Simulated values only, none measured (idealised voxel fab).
Proc. module: voxel wiring stack
225 nm wide, 5 nm square cells: that's cross-section cut.
Each cross-section below is a grid of square cells, stated as bands in top-down order, with one or more rows of cells making up each band.
Within each band entry, the heights of the top and of the bottom of the band appear first, in that order and in nm; the materials of the band then follow from left to right, each with its corresponding width in nm. The designation "edge to edge" on a single material indicates that it fills the band from edge to edge; the designation "empty" indicates empty space.
Where do heights start? At 0: under that level the wafer as delivered is made of one material only. And the lowest band has no floor; it just carries on downward, as in "0 nm and below".
So if you see something like "30 to 40" for the width, read it as the top row of the band sitting at the first number and the bottom row at the second, with every row in between moving by the same amount as the last.
Step note "identical to before" = no cross-section cell changed.
Entry "Fully sealed cavities". Content: empty spaces with no open connection to the top, size 8 cells or greater. Each: width x height at distance. Distance: from left edge. Unit: nm.
The remark found on a step's line after its settings is issued by the simulator itself and pertains to that step.
The line of a step may include "overlay nm". On a step with a mask, this value is how far to the right of its planned place the mask lay. A negative value means the mask lay to the left.
List of planned process steps:
- 1: RECEIVE | material Si
- 2: CONFORMAL_DEP | material SiO2 | thk nm 15
- 3: DIRECTIONAL_DEP | material TiN | thk nm 5
- 4: DIRECTIONAL_DEP | material Ru | thk nm 20
- 5: MASKED_ETCH | tone cover | mask id METAL_1 | width nm 20 | pitch nm 40 | etch materials Ru | depth nm 20 | overlay nm 0
- 6: MASKED_ETCH | tone cover | mask id METAL_1 | width nm 20 | pitch nm 40 | etch materials TiN | depth nm 5 | overlay nm 0
- 7: FILL_DEP | material lowk | thk nm 5
- 8: CMP | height nm 40
- 9: CONFORMAL_DEP | material SiCN | thk nm 5
- 10: DIRECTIONAL_DEP | material SiO2 | thk nm 20
- 11: DIRECTIONAL_DEP | material aC | thk nm 10
- 12: PATTERN | tone open | mask id PLUG_1 | material resist | width nm 15 | thk nm 25 | overlay nm 0
- 13: DIRECTIONAL_ETCH | etch materials aC | depth nm 10
- 14: STRIP | etch materials resist
- 15: DIRECTIONAL_ETCH | etch materials SiO2 | depth nm 20
- 16: DIRECTIONAL_ETCH | etch materials SiCN | depth nm 5
- 17: STRIP | etch materials aC
- 18: CONFORMAL_DEP | material TiN | thk nm 5
- 19: FILL_DEP | material Ru | thk nm 10
- 20: CMP | height nm 65
- 21: CONFORMAL_DEP | material SiN | thk nm 5
- 22: DIRECTIONAL_DEP | material SiO2 | thk nm 20
- 23: DIRECTIONAL_DEP | material aC | thk nm 15
- 24: PATTERN | tone open | mask id METAL_2 | material resist | width nm 20 | pitch nm 40 | thk nm 30 | overlay nm 0
- 25: DIRECTIONAL_ETCH | etch materials aC | depth nm 15
- 26: STRIP | etch materials resist
- 27: DIRECTIONAL_ETCH | etch materials SiO2 | depth nm 20
- 28: DIRECTIONAL_ETCH | etch materials SiN | depth nm 5
- 29: STRIP | etch materials aC
- 30: CONFORMAL_DEP | material TiN | thk nm 5
- 31: FILL_DEP | material Cu | thk nm 5
- 32: CMP | height nm 90
- 33: EPI | material Ru | thk nm 5
- 34: FILL_DEP | material SiCN | thk nm 5
- 35: DIRECTIONAL_DEP | material SiO2 | thk nm 30
- 36: MASKED_ETCH | tone open | mask id METAL_3_HOLES | width nm 15 | etch materials SiO2 | depth nm 30 | overlay nm 0
- 37: MASKED_ETCH | tone open | mask id METAL_3 | width nm 15 | pitch nm 40 | etch materials SiO2 | depth nm 15 | overlay nm 0
- 38: MASKED_ETCH | tone open | mask id METAL_3 | width nm 20 | pitch nm 40 | etch materials SiCN | depth nm 5 | overlay nm 0
- 39: CONFORMAL_DEP | material TiN | thk nm 5
- 40: FILL_DEP | material Cu | thk nm 10
- 41: CMP | height nm 130
- 42: CONFORMAL_DEP | material SiN | thk nm 5
What sets these wafers apart? The width nm at step 37. They all start alike, and the plan carries the first wafer's value.
The first of several wafers in cross-section, exactly as it reached us after step 1:
* 0 nm and below: Si edge to edge
* Fully sealed cavities: none
Module finished, last step 42 done: cross-section of the first of several wafers:
* 135 nm to 130 nm: SiN edge to edge
* 130 nm to 120 nm: SiO2=80, TiN=5, Cu=10, TiN=5, SiO2=25, TiN=5, Cu=5, TiN=5, SiO2=85
* 120 nm to 115 nm: SiO2=80, TiN=5, Cu=5, TiN=10, SiO2=25, TiN=15, SiO2=85
* 115 nm to 100 nm: SiO2=80, TiN=5, Cu=5, TiN=5, SiO2=130
* 100 nm to 95 nm: SiCN=80, TiN=15, SiCN=130
* 95 nm to 90 nm: SiCN=75, Ru=30, SiCN=10, Ru=30, SiCN=80
* 90 nm to 70 nm: SiO2=80, TiN=5, Cu=10, TiN=5, SiO2=20, TiN=5, Cu=10, TiN=5, SiO2=85
* 70 nm to 65 nm: SiN=80, TiN=20, SiN=20, TiN=20, SiN=85
* 65 nm to 45 nm: SiO2=80, TiN=5, Ru=5, TiN=5, SiO2=130
* 45 nm to 40 nm: SiCN=80, TiN=15, SiCN=130
* 40 nm to 20 nm: lowk=80, Ru=20, lowk=20, Ru=20, lowk=85
* 20 nm to 15 nm: lowk=80, TiN=20, lowk=20, TiN=20, lowk=85
* 15 nm to 0 nm: SiO2 edge to edge
* 0 nm and below: Si edge to edge
* Fully sealed cavities: none
Of the several wafers, the last: cross-section at the end of the module:
* 135 nm to 130 nm: SiN edge to edge
* 130 nm to 120 nm: SiO2=80, TiN=5, Cu=15, TiN=5, SiO2=15, TiN=5, Cu=15, TiN=5, SiO2=80
* 120 nm to 115 nm: SiO2=80, TiN=5, Cu=5, TiN=15, SiO2=15, TiN=25, SiO2=80
* 115 nm to 100 nm: SiO2=80, TiN=5, Cu=5, TiN=5, SiO2=130
* 100 nm to 95 nm: SiCN=80, TiN=15, SiCN=130
* 95 nm to 90 nm: SiCN=75, Ru=30, SiCN=10, Ru=30, SiCN=80
* 90 nm to 70 nm: SiO2=80, TiN=5, Cu=10, TiN=5, SiO2=20, TiN=5, Cu=10, TiN=5, SiO2=85
* 70 nm to 65 nm: SiN=80, TiN=20, SiN=20, TiN=20, SiN=85
* 65 nm to 45 nm: SiO2=80, TiN=5, Ru=5, TiN=5, SiO2=130
* 45 nm to 40 nm: SiCN=80, TiN=15, SiCN=130
* 40 nm to 20 nm: lowk=80, Ru=20, lowk=20, Ru=20, lowk=85
* 20 nm to 15 nm: lowk=80, TiN=20, lowk=20, TiN=20, lowk=85
* 15 nm to 0 nm: SiO2 edge to edge
* 0 nm and below: Si edge to edge
* Fully sealed cavities: none
Per wafer (row), end of module: delta in cells per material since receipt, (+) for gained, (-) for lost; closed voids after that:
width nm 15 | +26 Cu | +48 Ru | +117 SiCN | +82 SiN | +691 SiO2 | +66 TiN | +185 lowk | Fully sealed cavities: none
width nm 20 | +28 Cu | +48 Ru | +117 SiCN | +82 SiN | +688 SiO2 | +67 TiN | +185 lowk | Fully sealed cavities: none
width nm 25 | +32 Cu | +48 Ru | +117 SiCN | +82 SiN | +682 SiO2 | +69 TiN | +185 lowk | Fully sealed cavities: none
